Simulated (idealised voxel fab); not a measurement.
process module | voxel spacer lines
cross-section cut | 155 nm wide | cells 5 nm
A cross-section is a grid of square cells, given in bands from the top down. A band is one or more rows of cells.
Each band's line starts with the height of the band's top and of its bottom, in nm. Then come its materials from left to right, each with its width in nm. One material with "throughout" fills the band from edge to edge. "air" is empty space.
Height 0 is the level under which the wafer as received is all one material. The lowest band goes on downwards, as in "0 down".
A width such as "30 to 40" changes by the same amount from each row of cells to the next, from the band's top row to its bottom row.
"no change" after a step means that no cell of the cross-section changed.
closed voids: empty space of 8 cells or more with no open way to the top, each as width x height at its distance from the left edge, in nm
after a step's settings: what the simulator itself notes on the step
overlay nm, on a step with a mask: how far to the right of its planned place the mask lay; to the left if negative
plan
1 op RECEIVE | material Si
2 op CONFORMAL_DEP | material Al2O3 | thk nm 5
3 op DIRECTIONAL_DEP | material W | thk nm 20
4 op DIRECTIONAL_DEP | material polySi | thk nm 25
5 op PATTERN | tone cover | mask id MANDREL | material resist | width nm 15 | pitch nm 50 | thk nm 30 | overlay nm 0
6 op DIRECTIONAL_ETCH | etch materials polySi | depth nm 25
7 op STRIP | etch materials resist
8 op CONFORMAL_DEP | material SiO2 | thk nm 10
9 op DIRECTIONAL_ETCH | etch materials SiO2 | depth nm 10
10 op STRIP | etch materials polySi
11 op DIRECTIONAL_ETCH | etch materials W | depth nm 20
12 op STRIP | etch materials SiO2
13 op FILL_DEP | material SiO2 | thk nm 5
14 op CMP | height nm 25
first wafer, as planned
as received, after step 1
  0 down: Si throughout
  closed voids: none
after step 2
  5 to 0: Al2O3 throughout
  below 0: unchanged
after step 3
  25 to 5: W throughout
  below 5: unchanged
after step 4
  50 to 25: polySi throughout
  below 25: unchanged
after step 5
  80 to 50: air 20 | resist 15 | air 35 | resist 15 | air 35 | resist 15 | air 20
  below 50: unchanged
after step 6
  80 to 50: air 20 | resist 15 | air 35 | resist 15 | air 35 | resist 15 | air 20
  50 to 25: air 20 | polySi 15 | air 35 | polySi 15 | air 35 | polySi 15 | air 20
  below 25: unchanged
after step 7
  50 to 25: air 20 | polySi 15 | air 35 | polySi 15 | air 35 | polySi 15 | air 20
  below 25: unchanged
after step 8
  60 to 50: air 10 | SiO2 35 | air 15 | SiO2 35 | air 15 | SiO2 35 | air 10
  50 to 35: air 10 | SiO2 10 | polySi 15 | SiO2 10 | air 15 | SiO2 10 | polySi 15 | SiO2 10 | air 15 | SiO2 10 | polySi 15 | SiO2 10 | air 10
  35 to 25: SiO2 20 | polySi 15 | SiO2 35 | polySi 15 | SiO2 35 | polySi 15 | SiO2 20
  below 25: unchanged
after step 9
  50 to 25: air 10 | SiO2 10 | polySi 15 | SiO2 10 | air 15 | SiO2 10 | polySi 15 | SiO2 10 | air 15 | SiO2 10 | polySi 15 | SiO2 10 | air 10
  below 25: unchanged
after step 10
  50 to 25: air 10 | SiO2 10 | air 15 | SiO2 10 | air 15 | SiO2 10 | air 15 | SiO2 10 | air 15 | SiO2 10 | air 15 | SiO2 10 | air 10
  below 25: unchanged
after step 11
  50 to 25: air 10 | SiO2 10 | air 15 | SiO2 10 | air 15 | SiO2 10 | air 15 | SiO2 10 | air 15 | SiO2 10 | air 15 | SiO2 10 | air 10
  25 to 5: air 10 | W 10 | air 15 | W 10 | air 15 | W 10 | air 15 | W 10 | air 15 | W 10 | air 15 | W 10 | air 10
  below 5: unchanged
after step 12
  25 to 5: air 10 | W 10 | air 15 | W 10 | air 15 | W 10 | air 15 | W 10 | air 15 | W 10 | air 15 | W 10 | air 10
  below 5: unchanged
after step 13
  30 to 25: SiO2 throughout
  25 to 5: SiO2 10 | W 10 | SiO2 15 | W 10 | SiO2 15 | W 10 | SiO2 15 | W 10 | SiO2 15 | W 10 | SiO2 15 | W 10 | SiO2 10
  below 5: unchanged
after step 14
  25 to 5: SiO2 10 | W 10 | SiO2 15 | W 10 | SiO2 15 | W 10 | SiO2 15 | W 10 | SiO2 15 | W 10 | SiO2 15 | W 10 | SiO2 10
  below 5: unchanged
second wafer: like start, like plan, one mistake. Through step 1 it matches the first wafer
when step 2 should have ended
  5 to 0: W throughout
  below 0: unchanged
when step 3 should have ended
  25 to 0: W throughout
  below 0: unchanged
when step 4 should have ended
  50 to 25: polySi throughout
  below 25: unchanged
when step 5 should have ended
  80 to 50: air 20 | resist 15 | air 35 | resist 15 | air 35 | resist 15 | air 20
  below 50: unchanged
when step 6 should have ended
  80 to 50: air 20 | resist 15 | air 35 | resist 15 | air 35 | resist 15 | air 20
  50 to 25: air 20 | polySi 15 | air 35 | polySi 15 | air 35 | polySi 15 | air 20
  below 25: unchanged
when step 7 should have ended
  50 to 25: air 20 | polySi 15 | air 35 | polySi 15 | air 35 | polySi 15 | air 20
  below 25: unchanged
when step 8 should have ended
  60 to 50: air 10 | SiO2 35 | air 15 | SiO2 35 | air 15 | SiO2 35 | air 10
  50 to 35: air 10 | SiO2 10 | polySi 15 | SiO2 10 | air 15 | SiO2 10 | polySi 15 | SiO2 10 | air 15 | SiO2 10 | polySi 15 | SiO2 10 | air 10
  35 to 25: SiO2 20 | polySi 15 | SiO2 35 | polySi 15 | SiO2 35 | polySi 15 | SiO2 20
  below 25: unchanged
when step 9 should have ended
  50 to 25: air 10 | SiO2 10 | polySi 15 | SiO2 10 | air 15 | SiO2 10 | polySi 15 | SiO2 10 | air 15 | SiO2 10 | polySi 15 | SiO2 10 | air 10
  below 25: unchanged
when step 10 should have ended
  50 to 25: air 10 | SiO2 10 | air 15 | SiO2 10 | air 15 | SiO2 10 | air 15 | SiO2 10 | air 15 | SiO2 10 | air 15 | SiO2 10 | air 10
  below 25: unchanged
when step 11 should have ended
  50 to 25: air 10 | SiO2 10 | air 15 | SiO2 10 | air 15 | SiO2 10 | air 15 | SiO2 10 | air 15 | SiO2 10 | air 15 | SiO2 10 | air 10
  25 to 5: air 10 | W 10 | air 15 | W 10 | air 15 | W 10 | air 15 | W 10 | air 15 | W 10 | air 15 | W 10 | air 10
  below 5: unchanged
when step 12 should have ended
  25 to 5: air 10 | W 10 | air 15 | W 10 | air 15 | W 10 | air 15 | W 10 | air 15 | W 10 | air 15 | W 10 | air 10
  below 5: unchanged
when step 13 should have ended
  30 to 25: SiO2 throughout
  25 to 5: SiO2 10 | W 10 | SiO2 15 | W 10 | SiO2 15 | W 10 | SiO2 15 | W 10 | SiO2 15 | W 10 | SiO2 15 | W 10 | SiO2 10
  below 5: unchanged
when step 14 should have ended
  25 to 5: SiO2 10 | W 10 | SiO2 15 | W 10 | SiO2 15 | W 10 | SiO2 15 | W 10 | SiO2 15 | W 10 | SiO2 15 | W 10 | SiO2 10
  below 5: unchanged
what went wrong: step 2 ran as: op CONFORMAL_DEP | material W | thk nm 5
at the end the second wafer has, in cells: 31 fewer of Al2O3 | 31 more of W
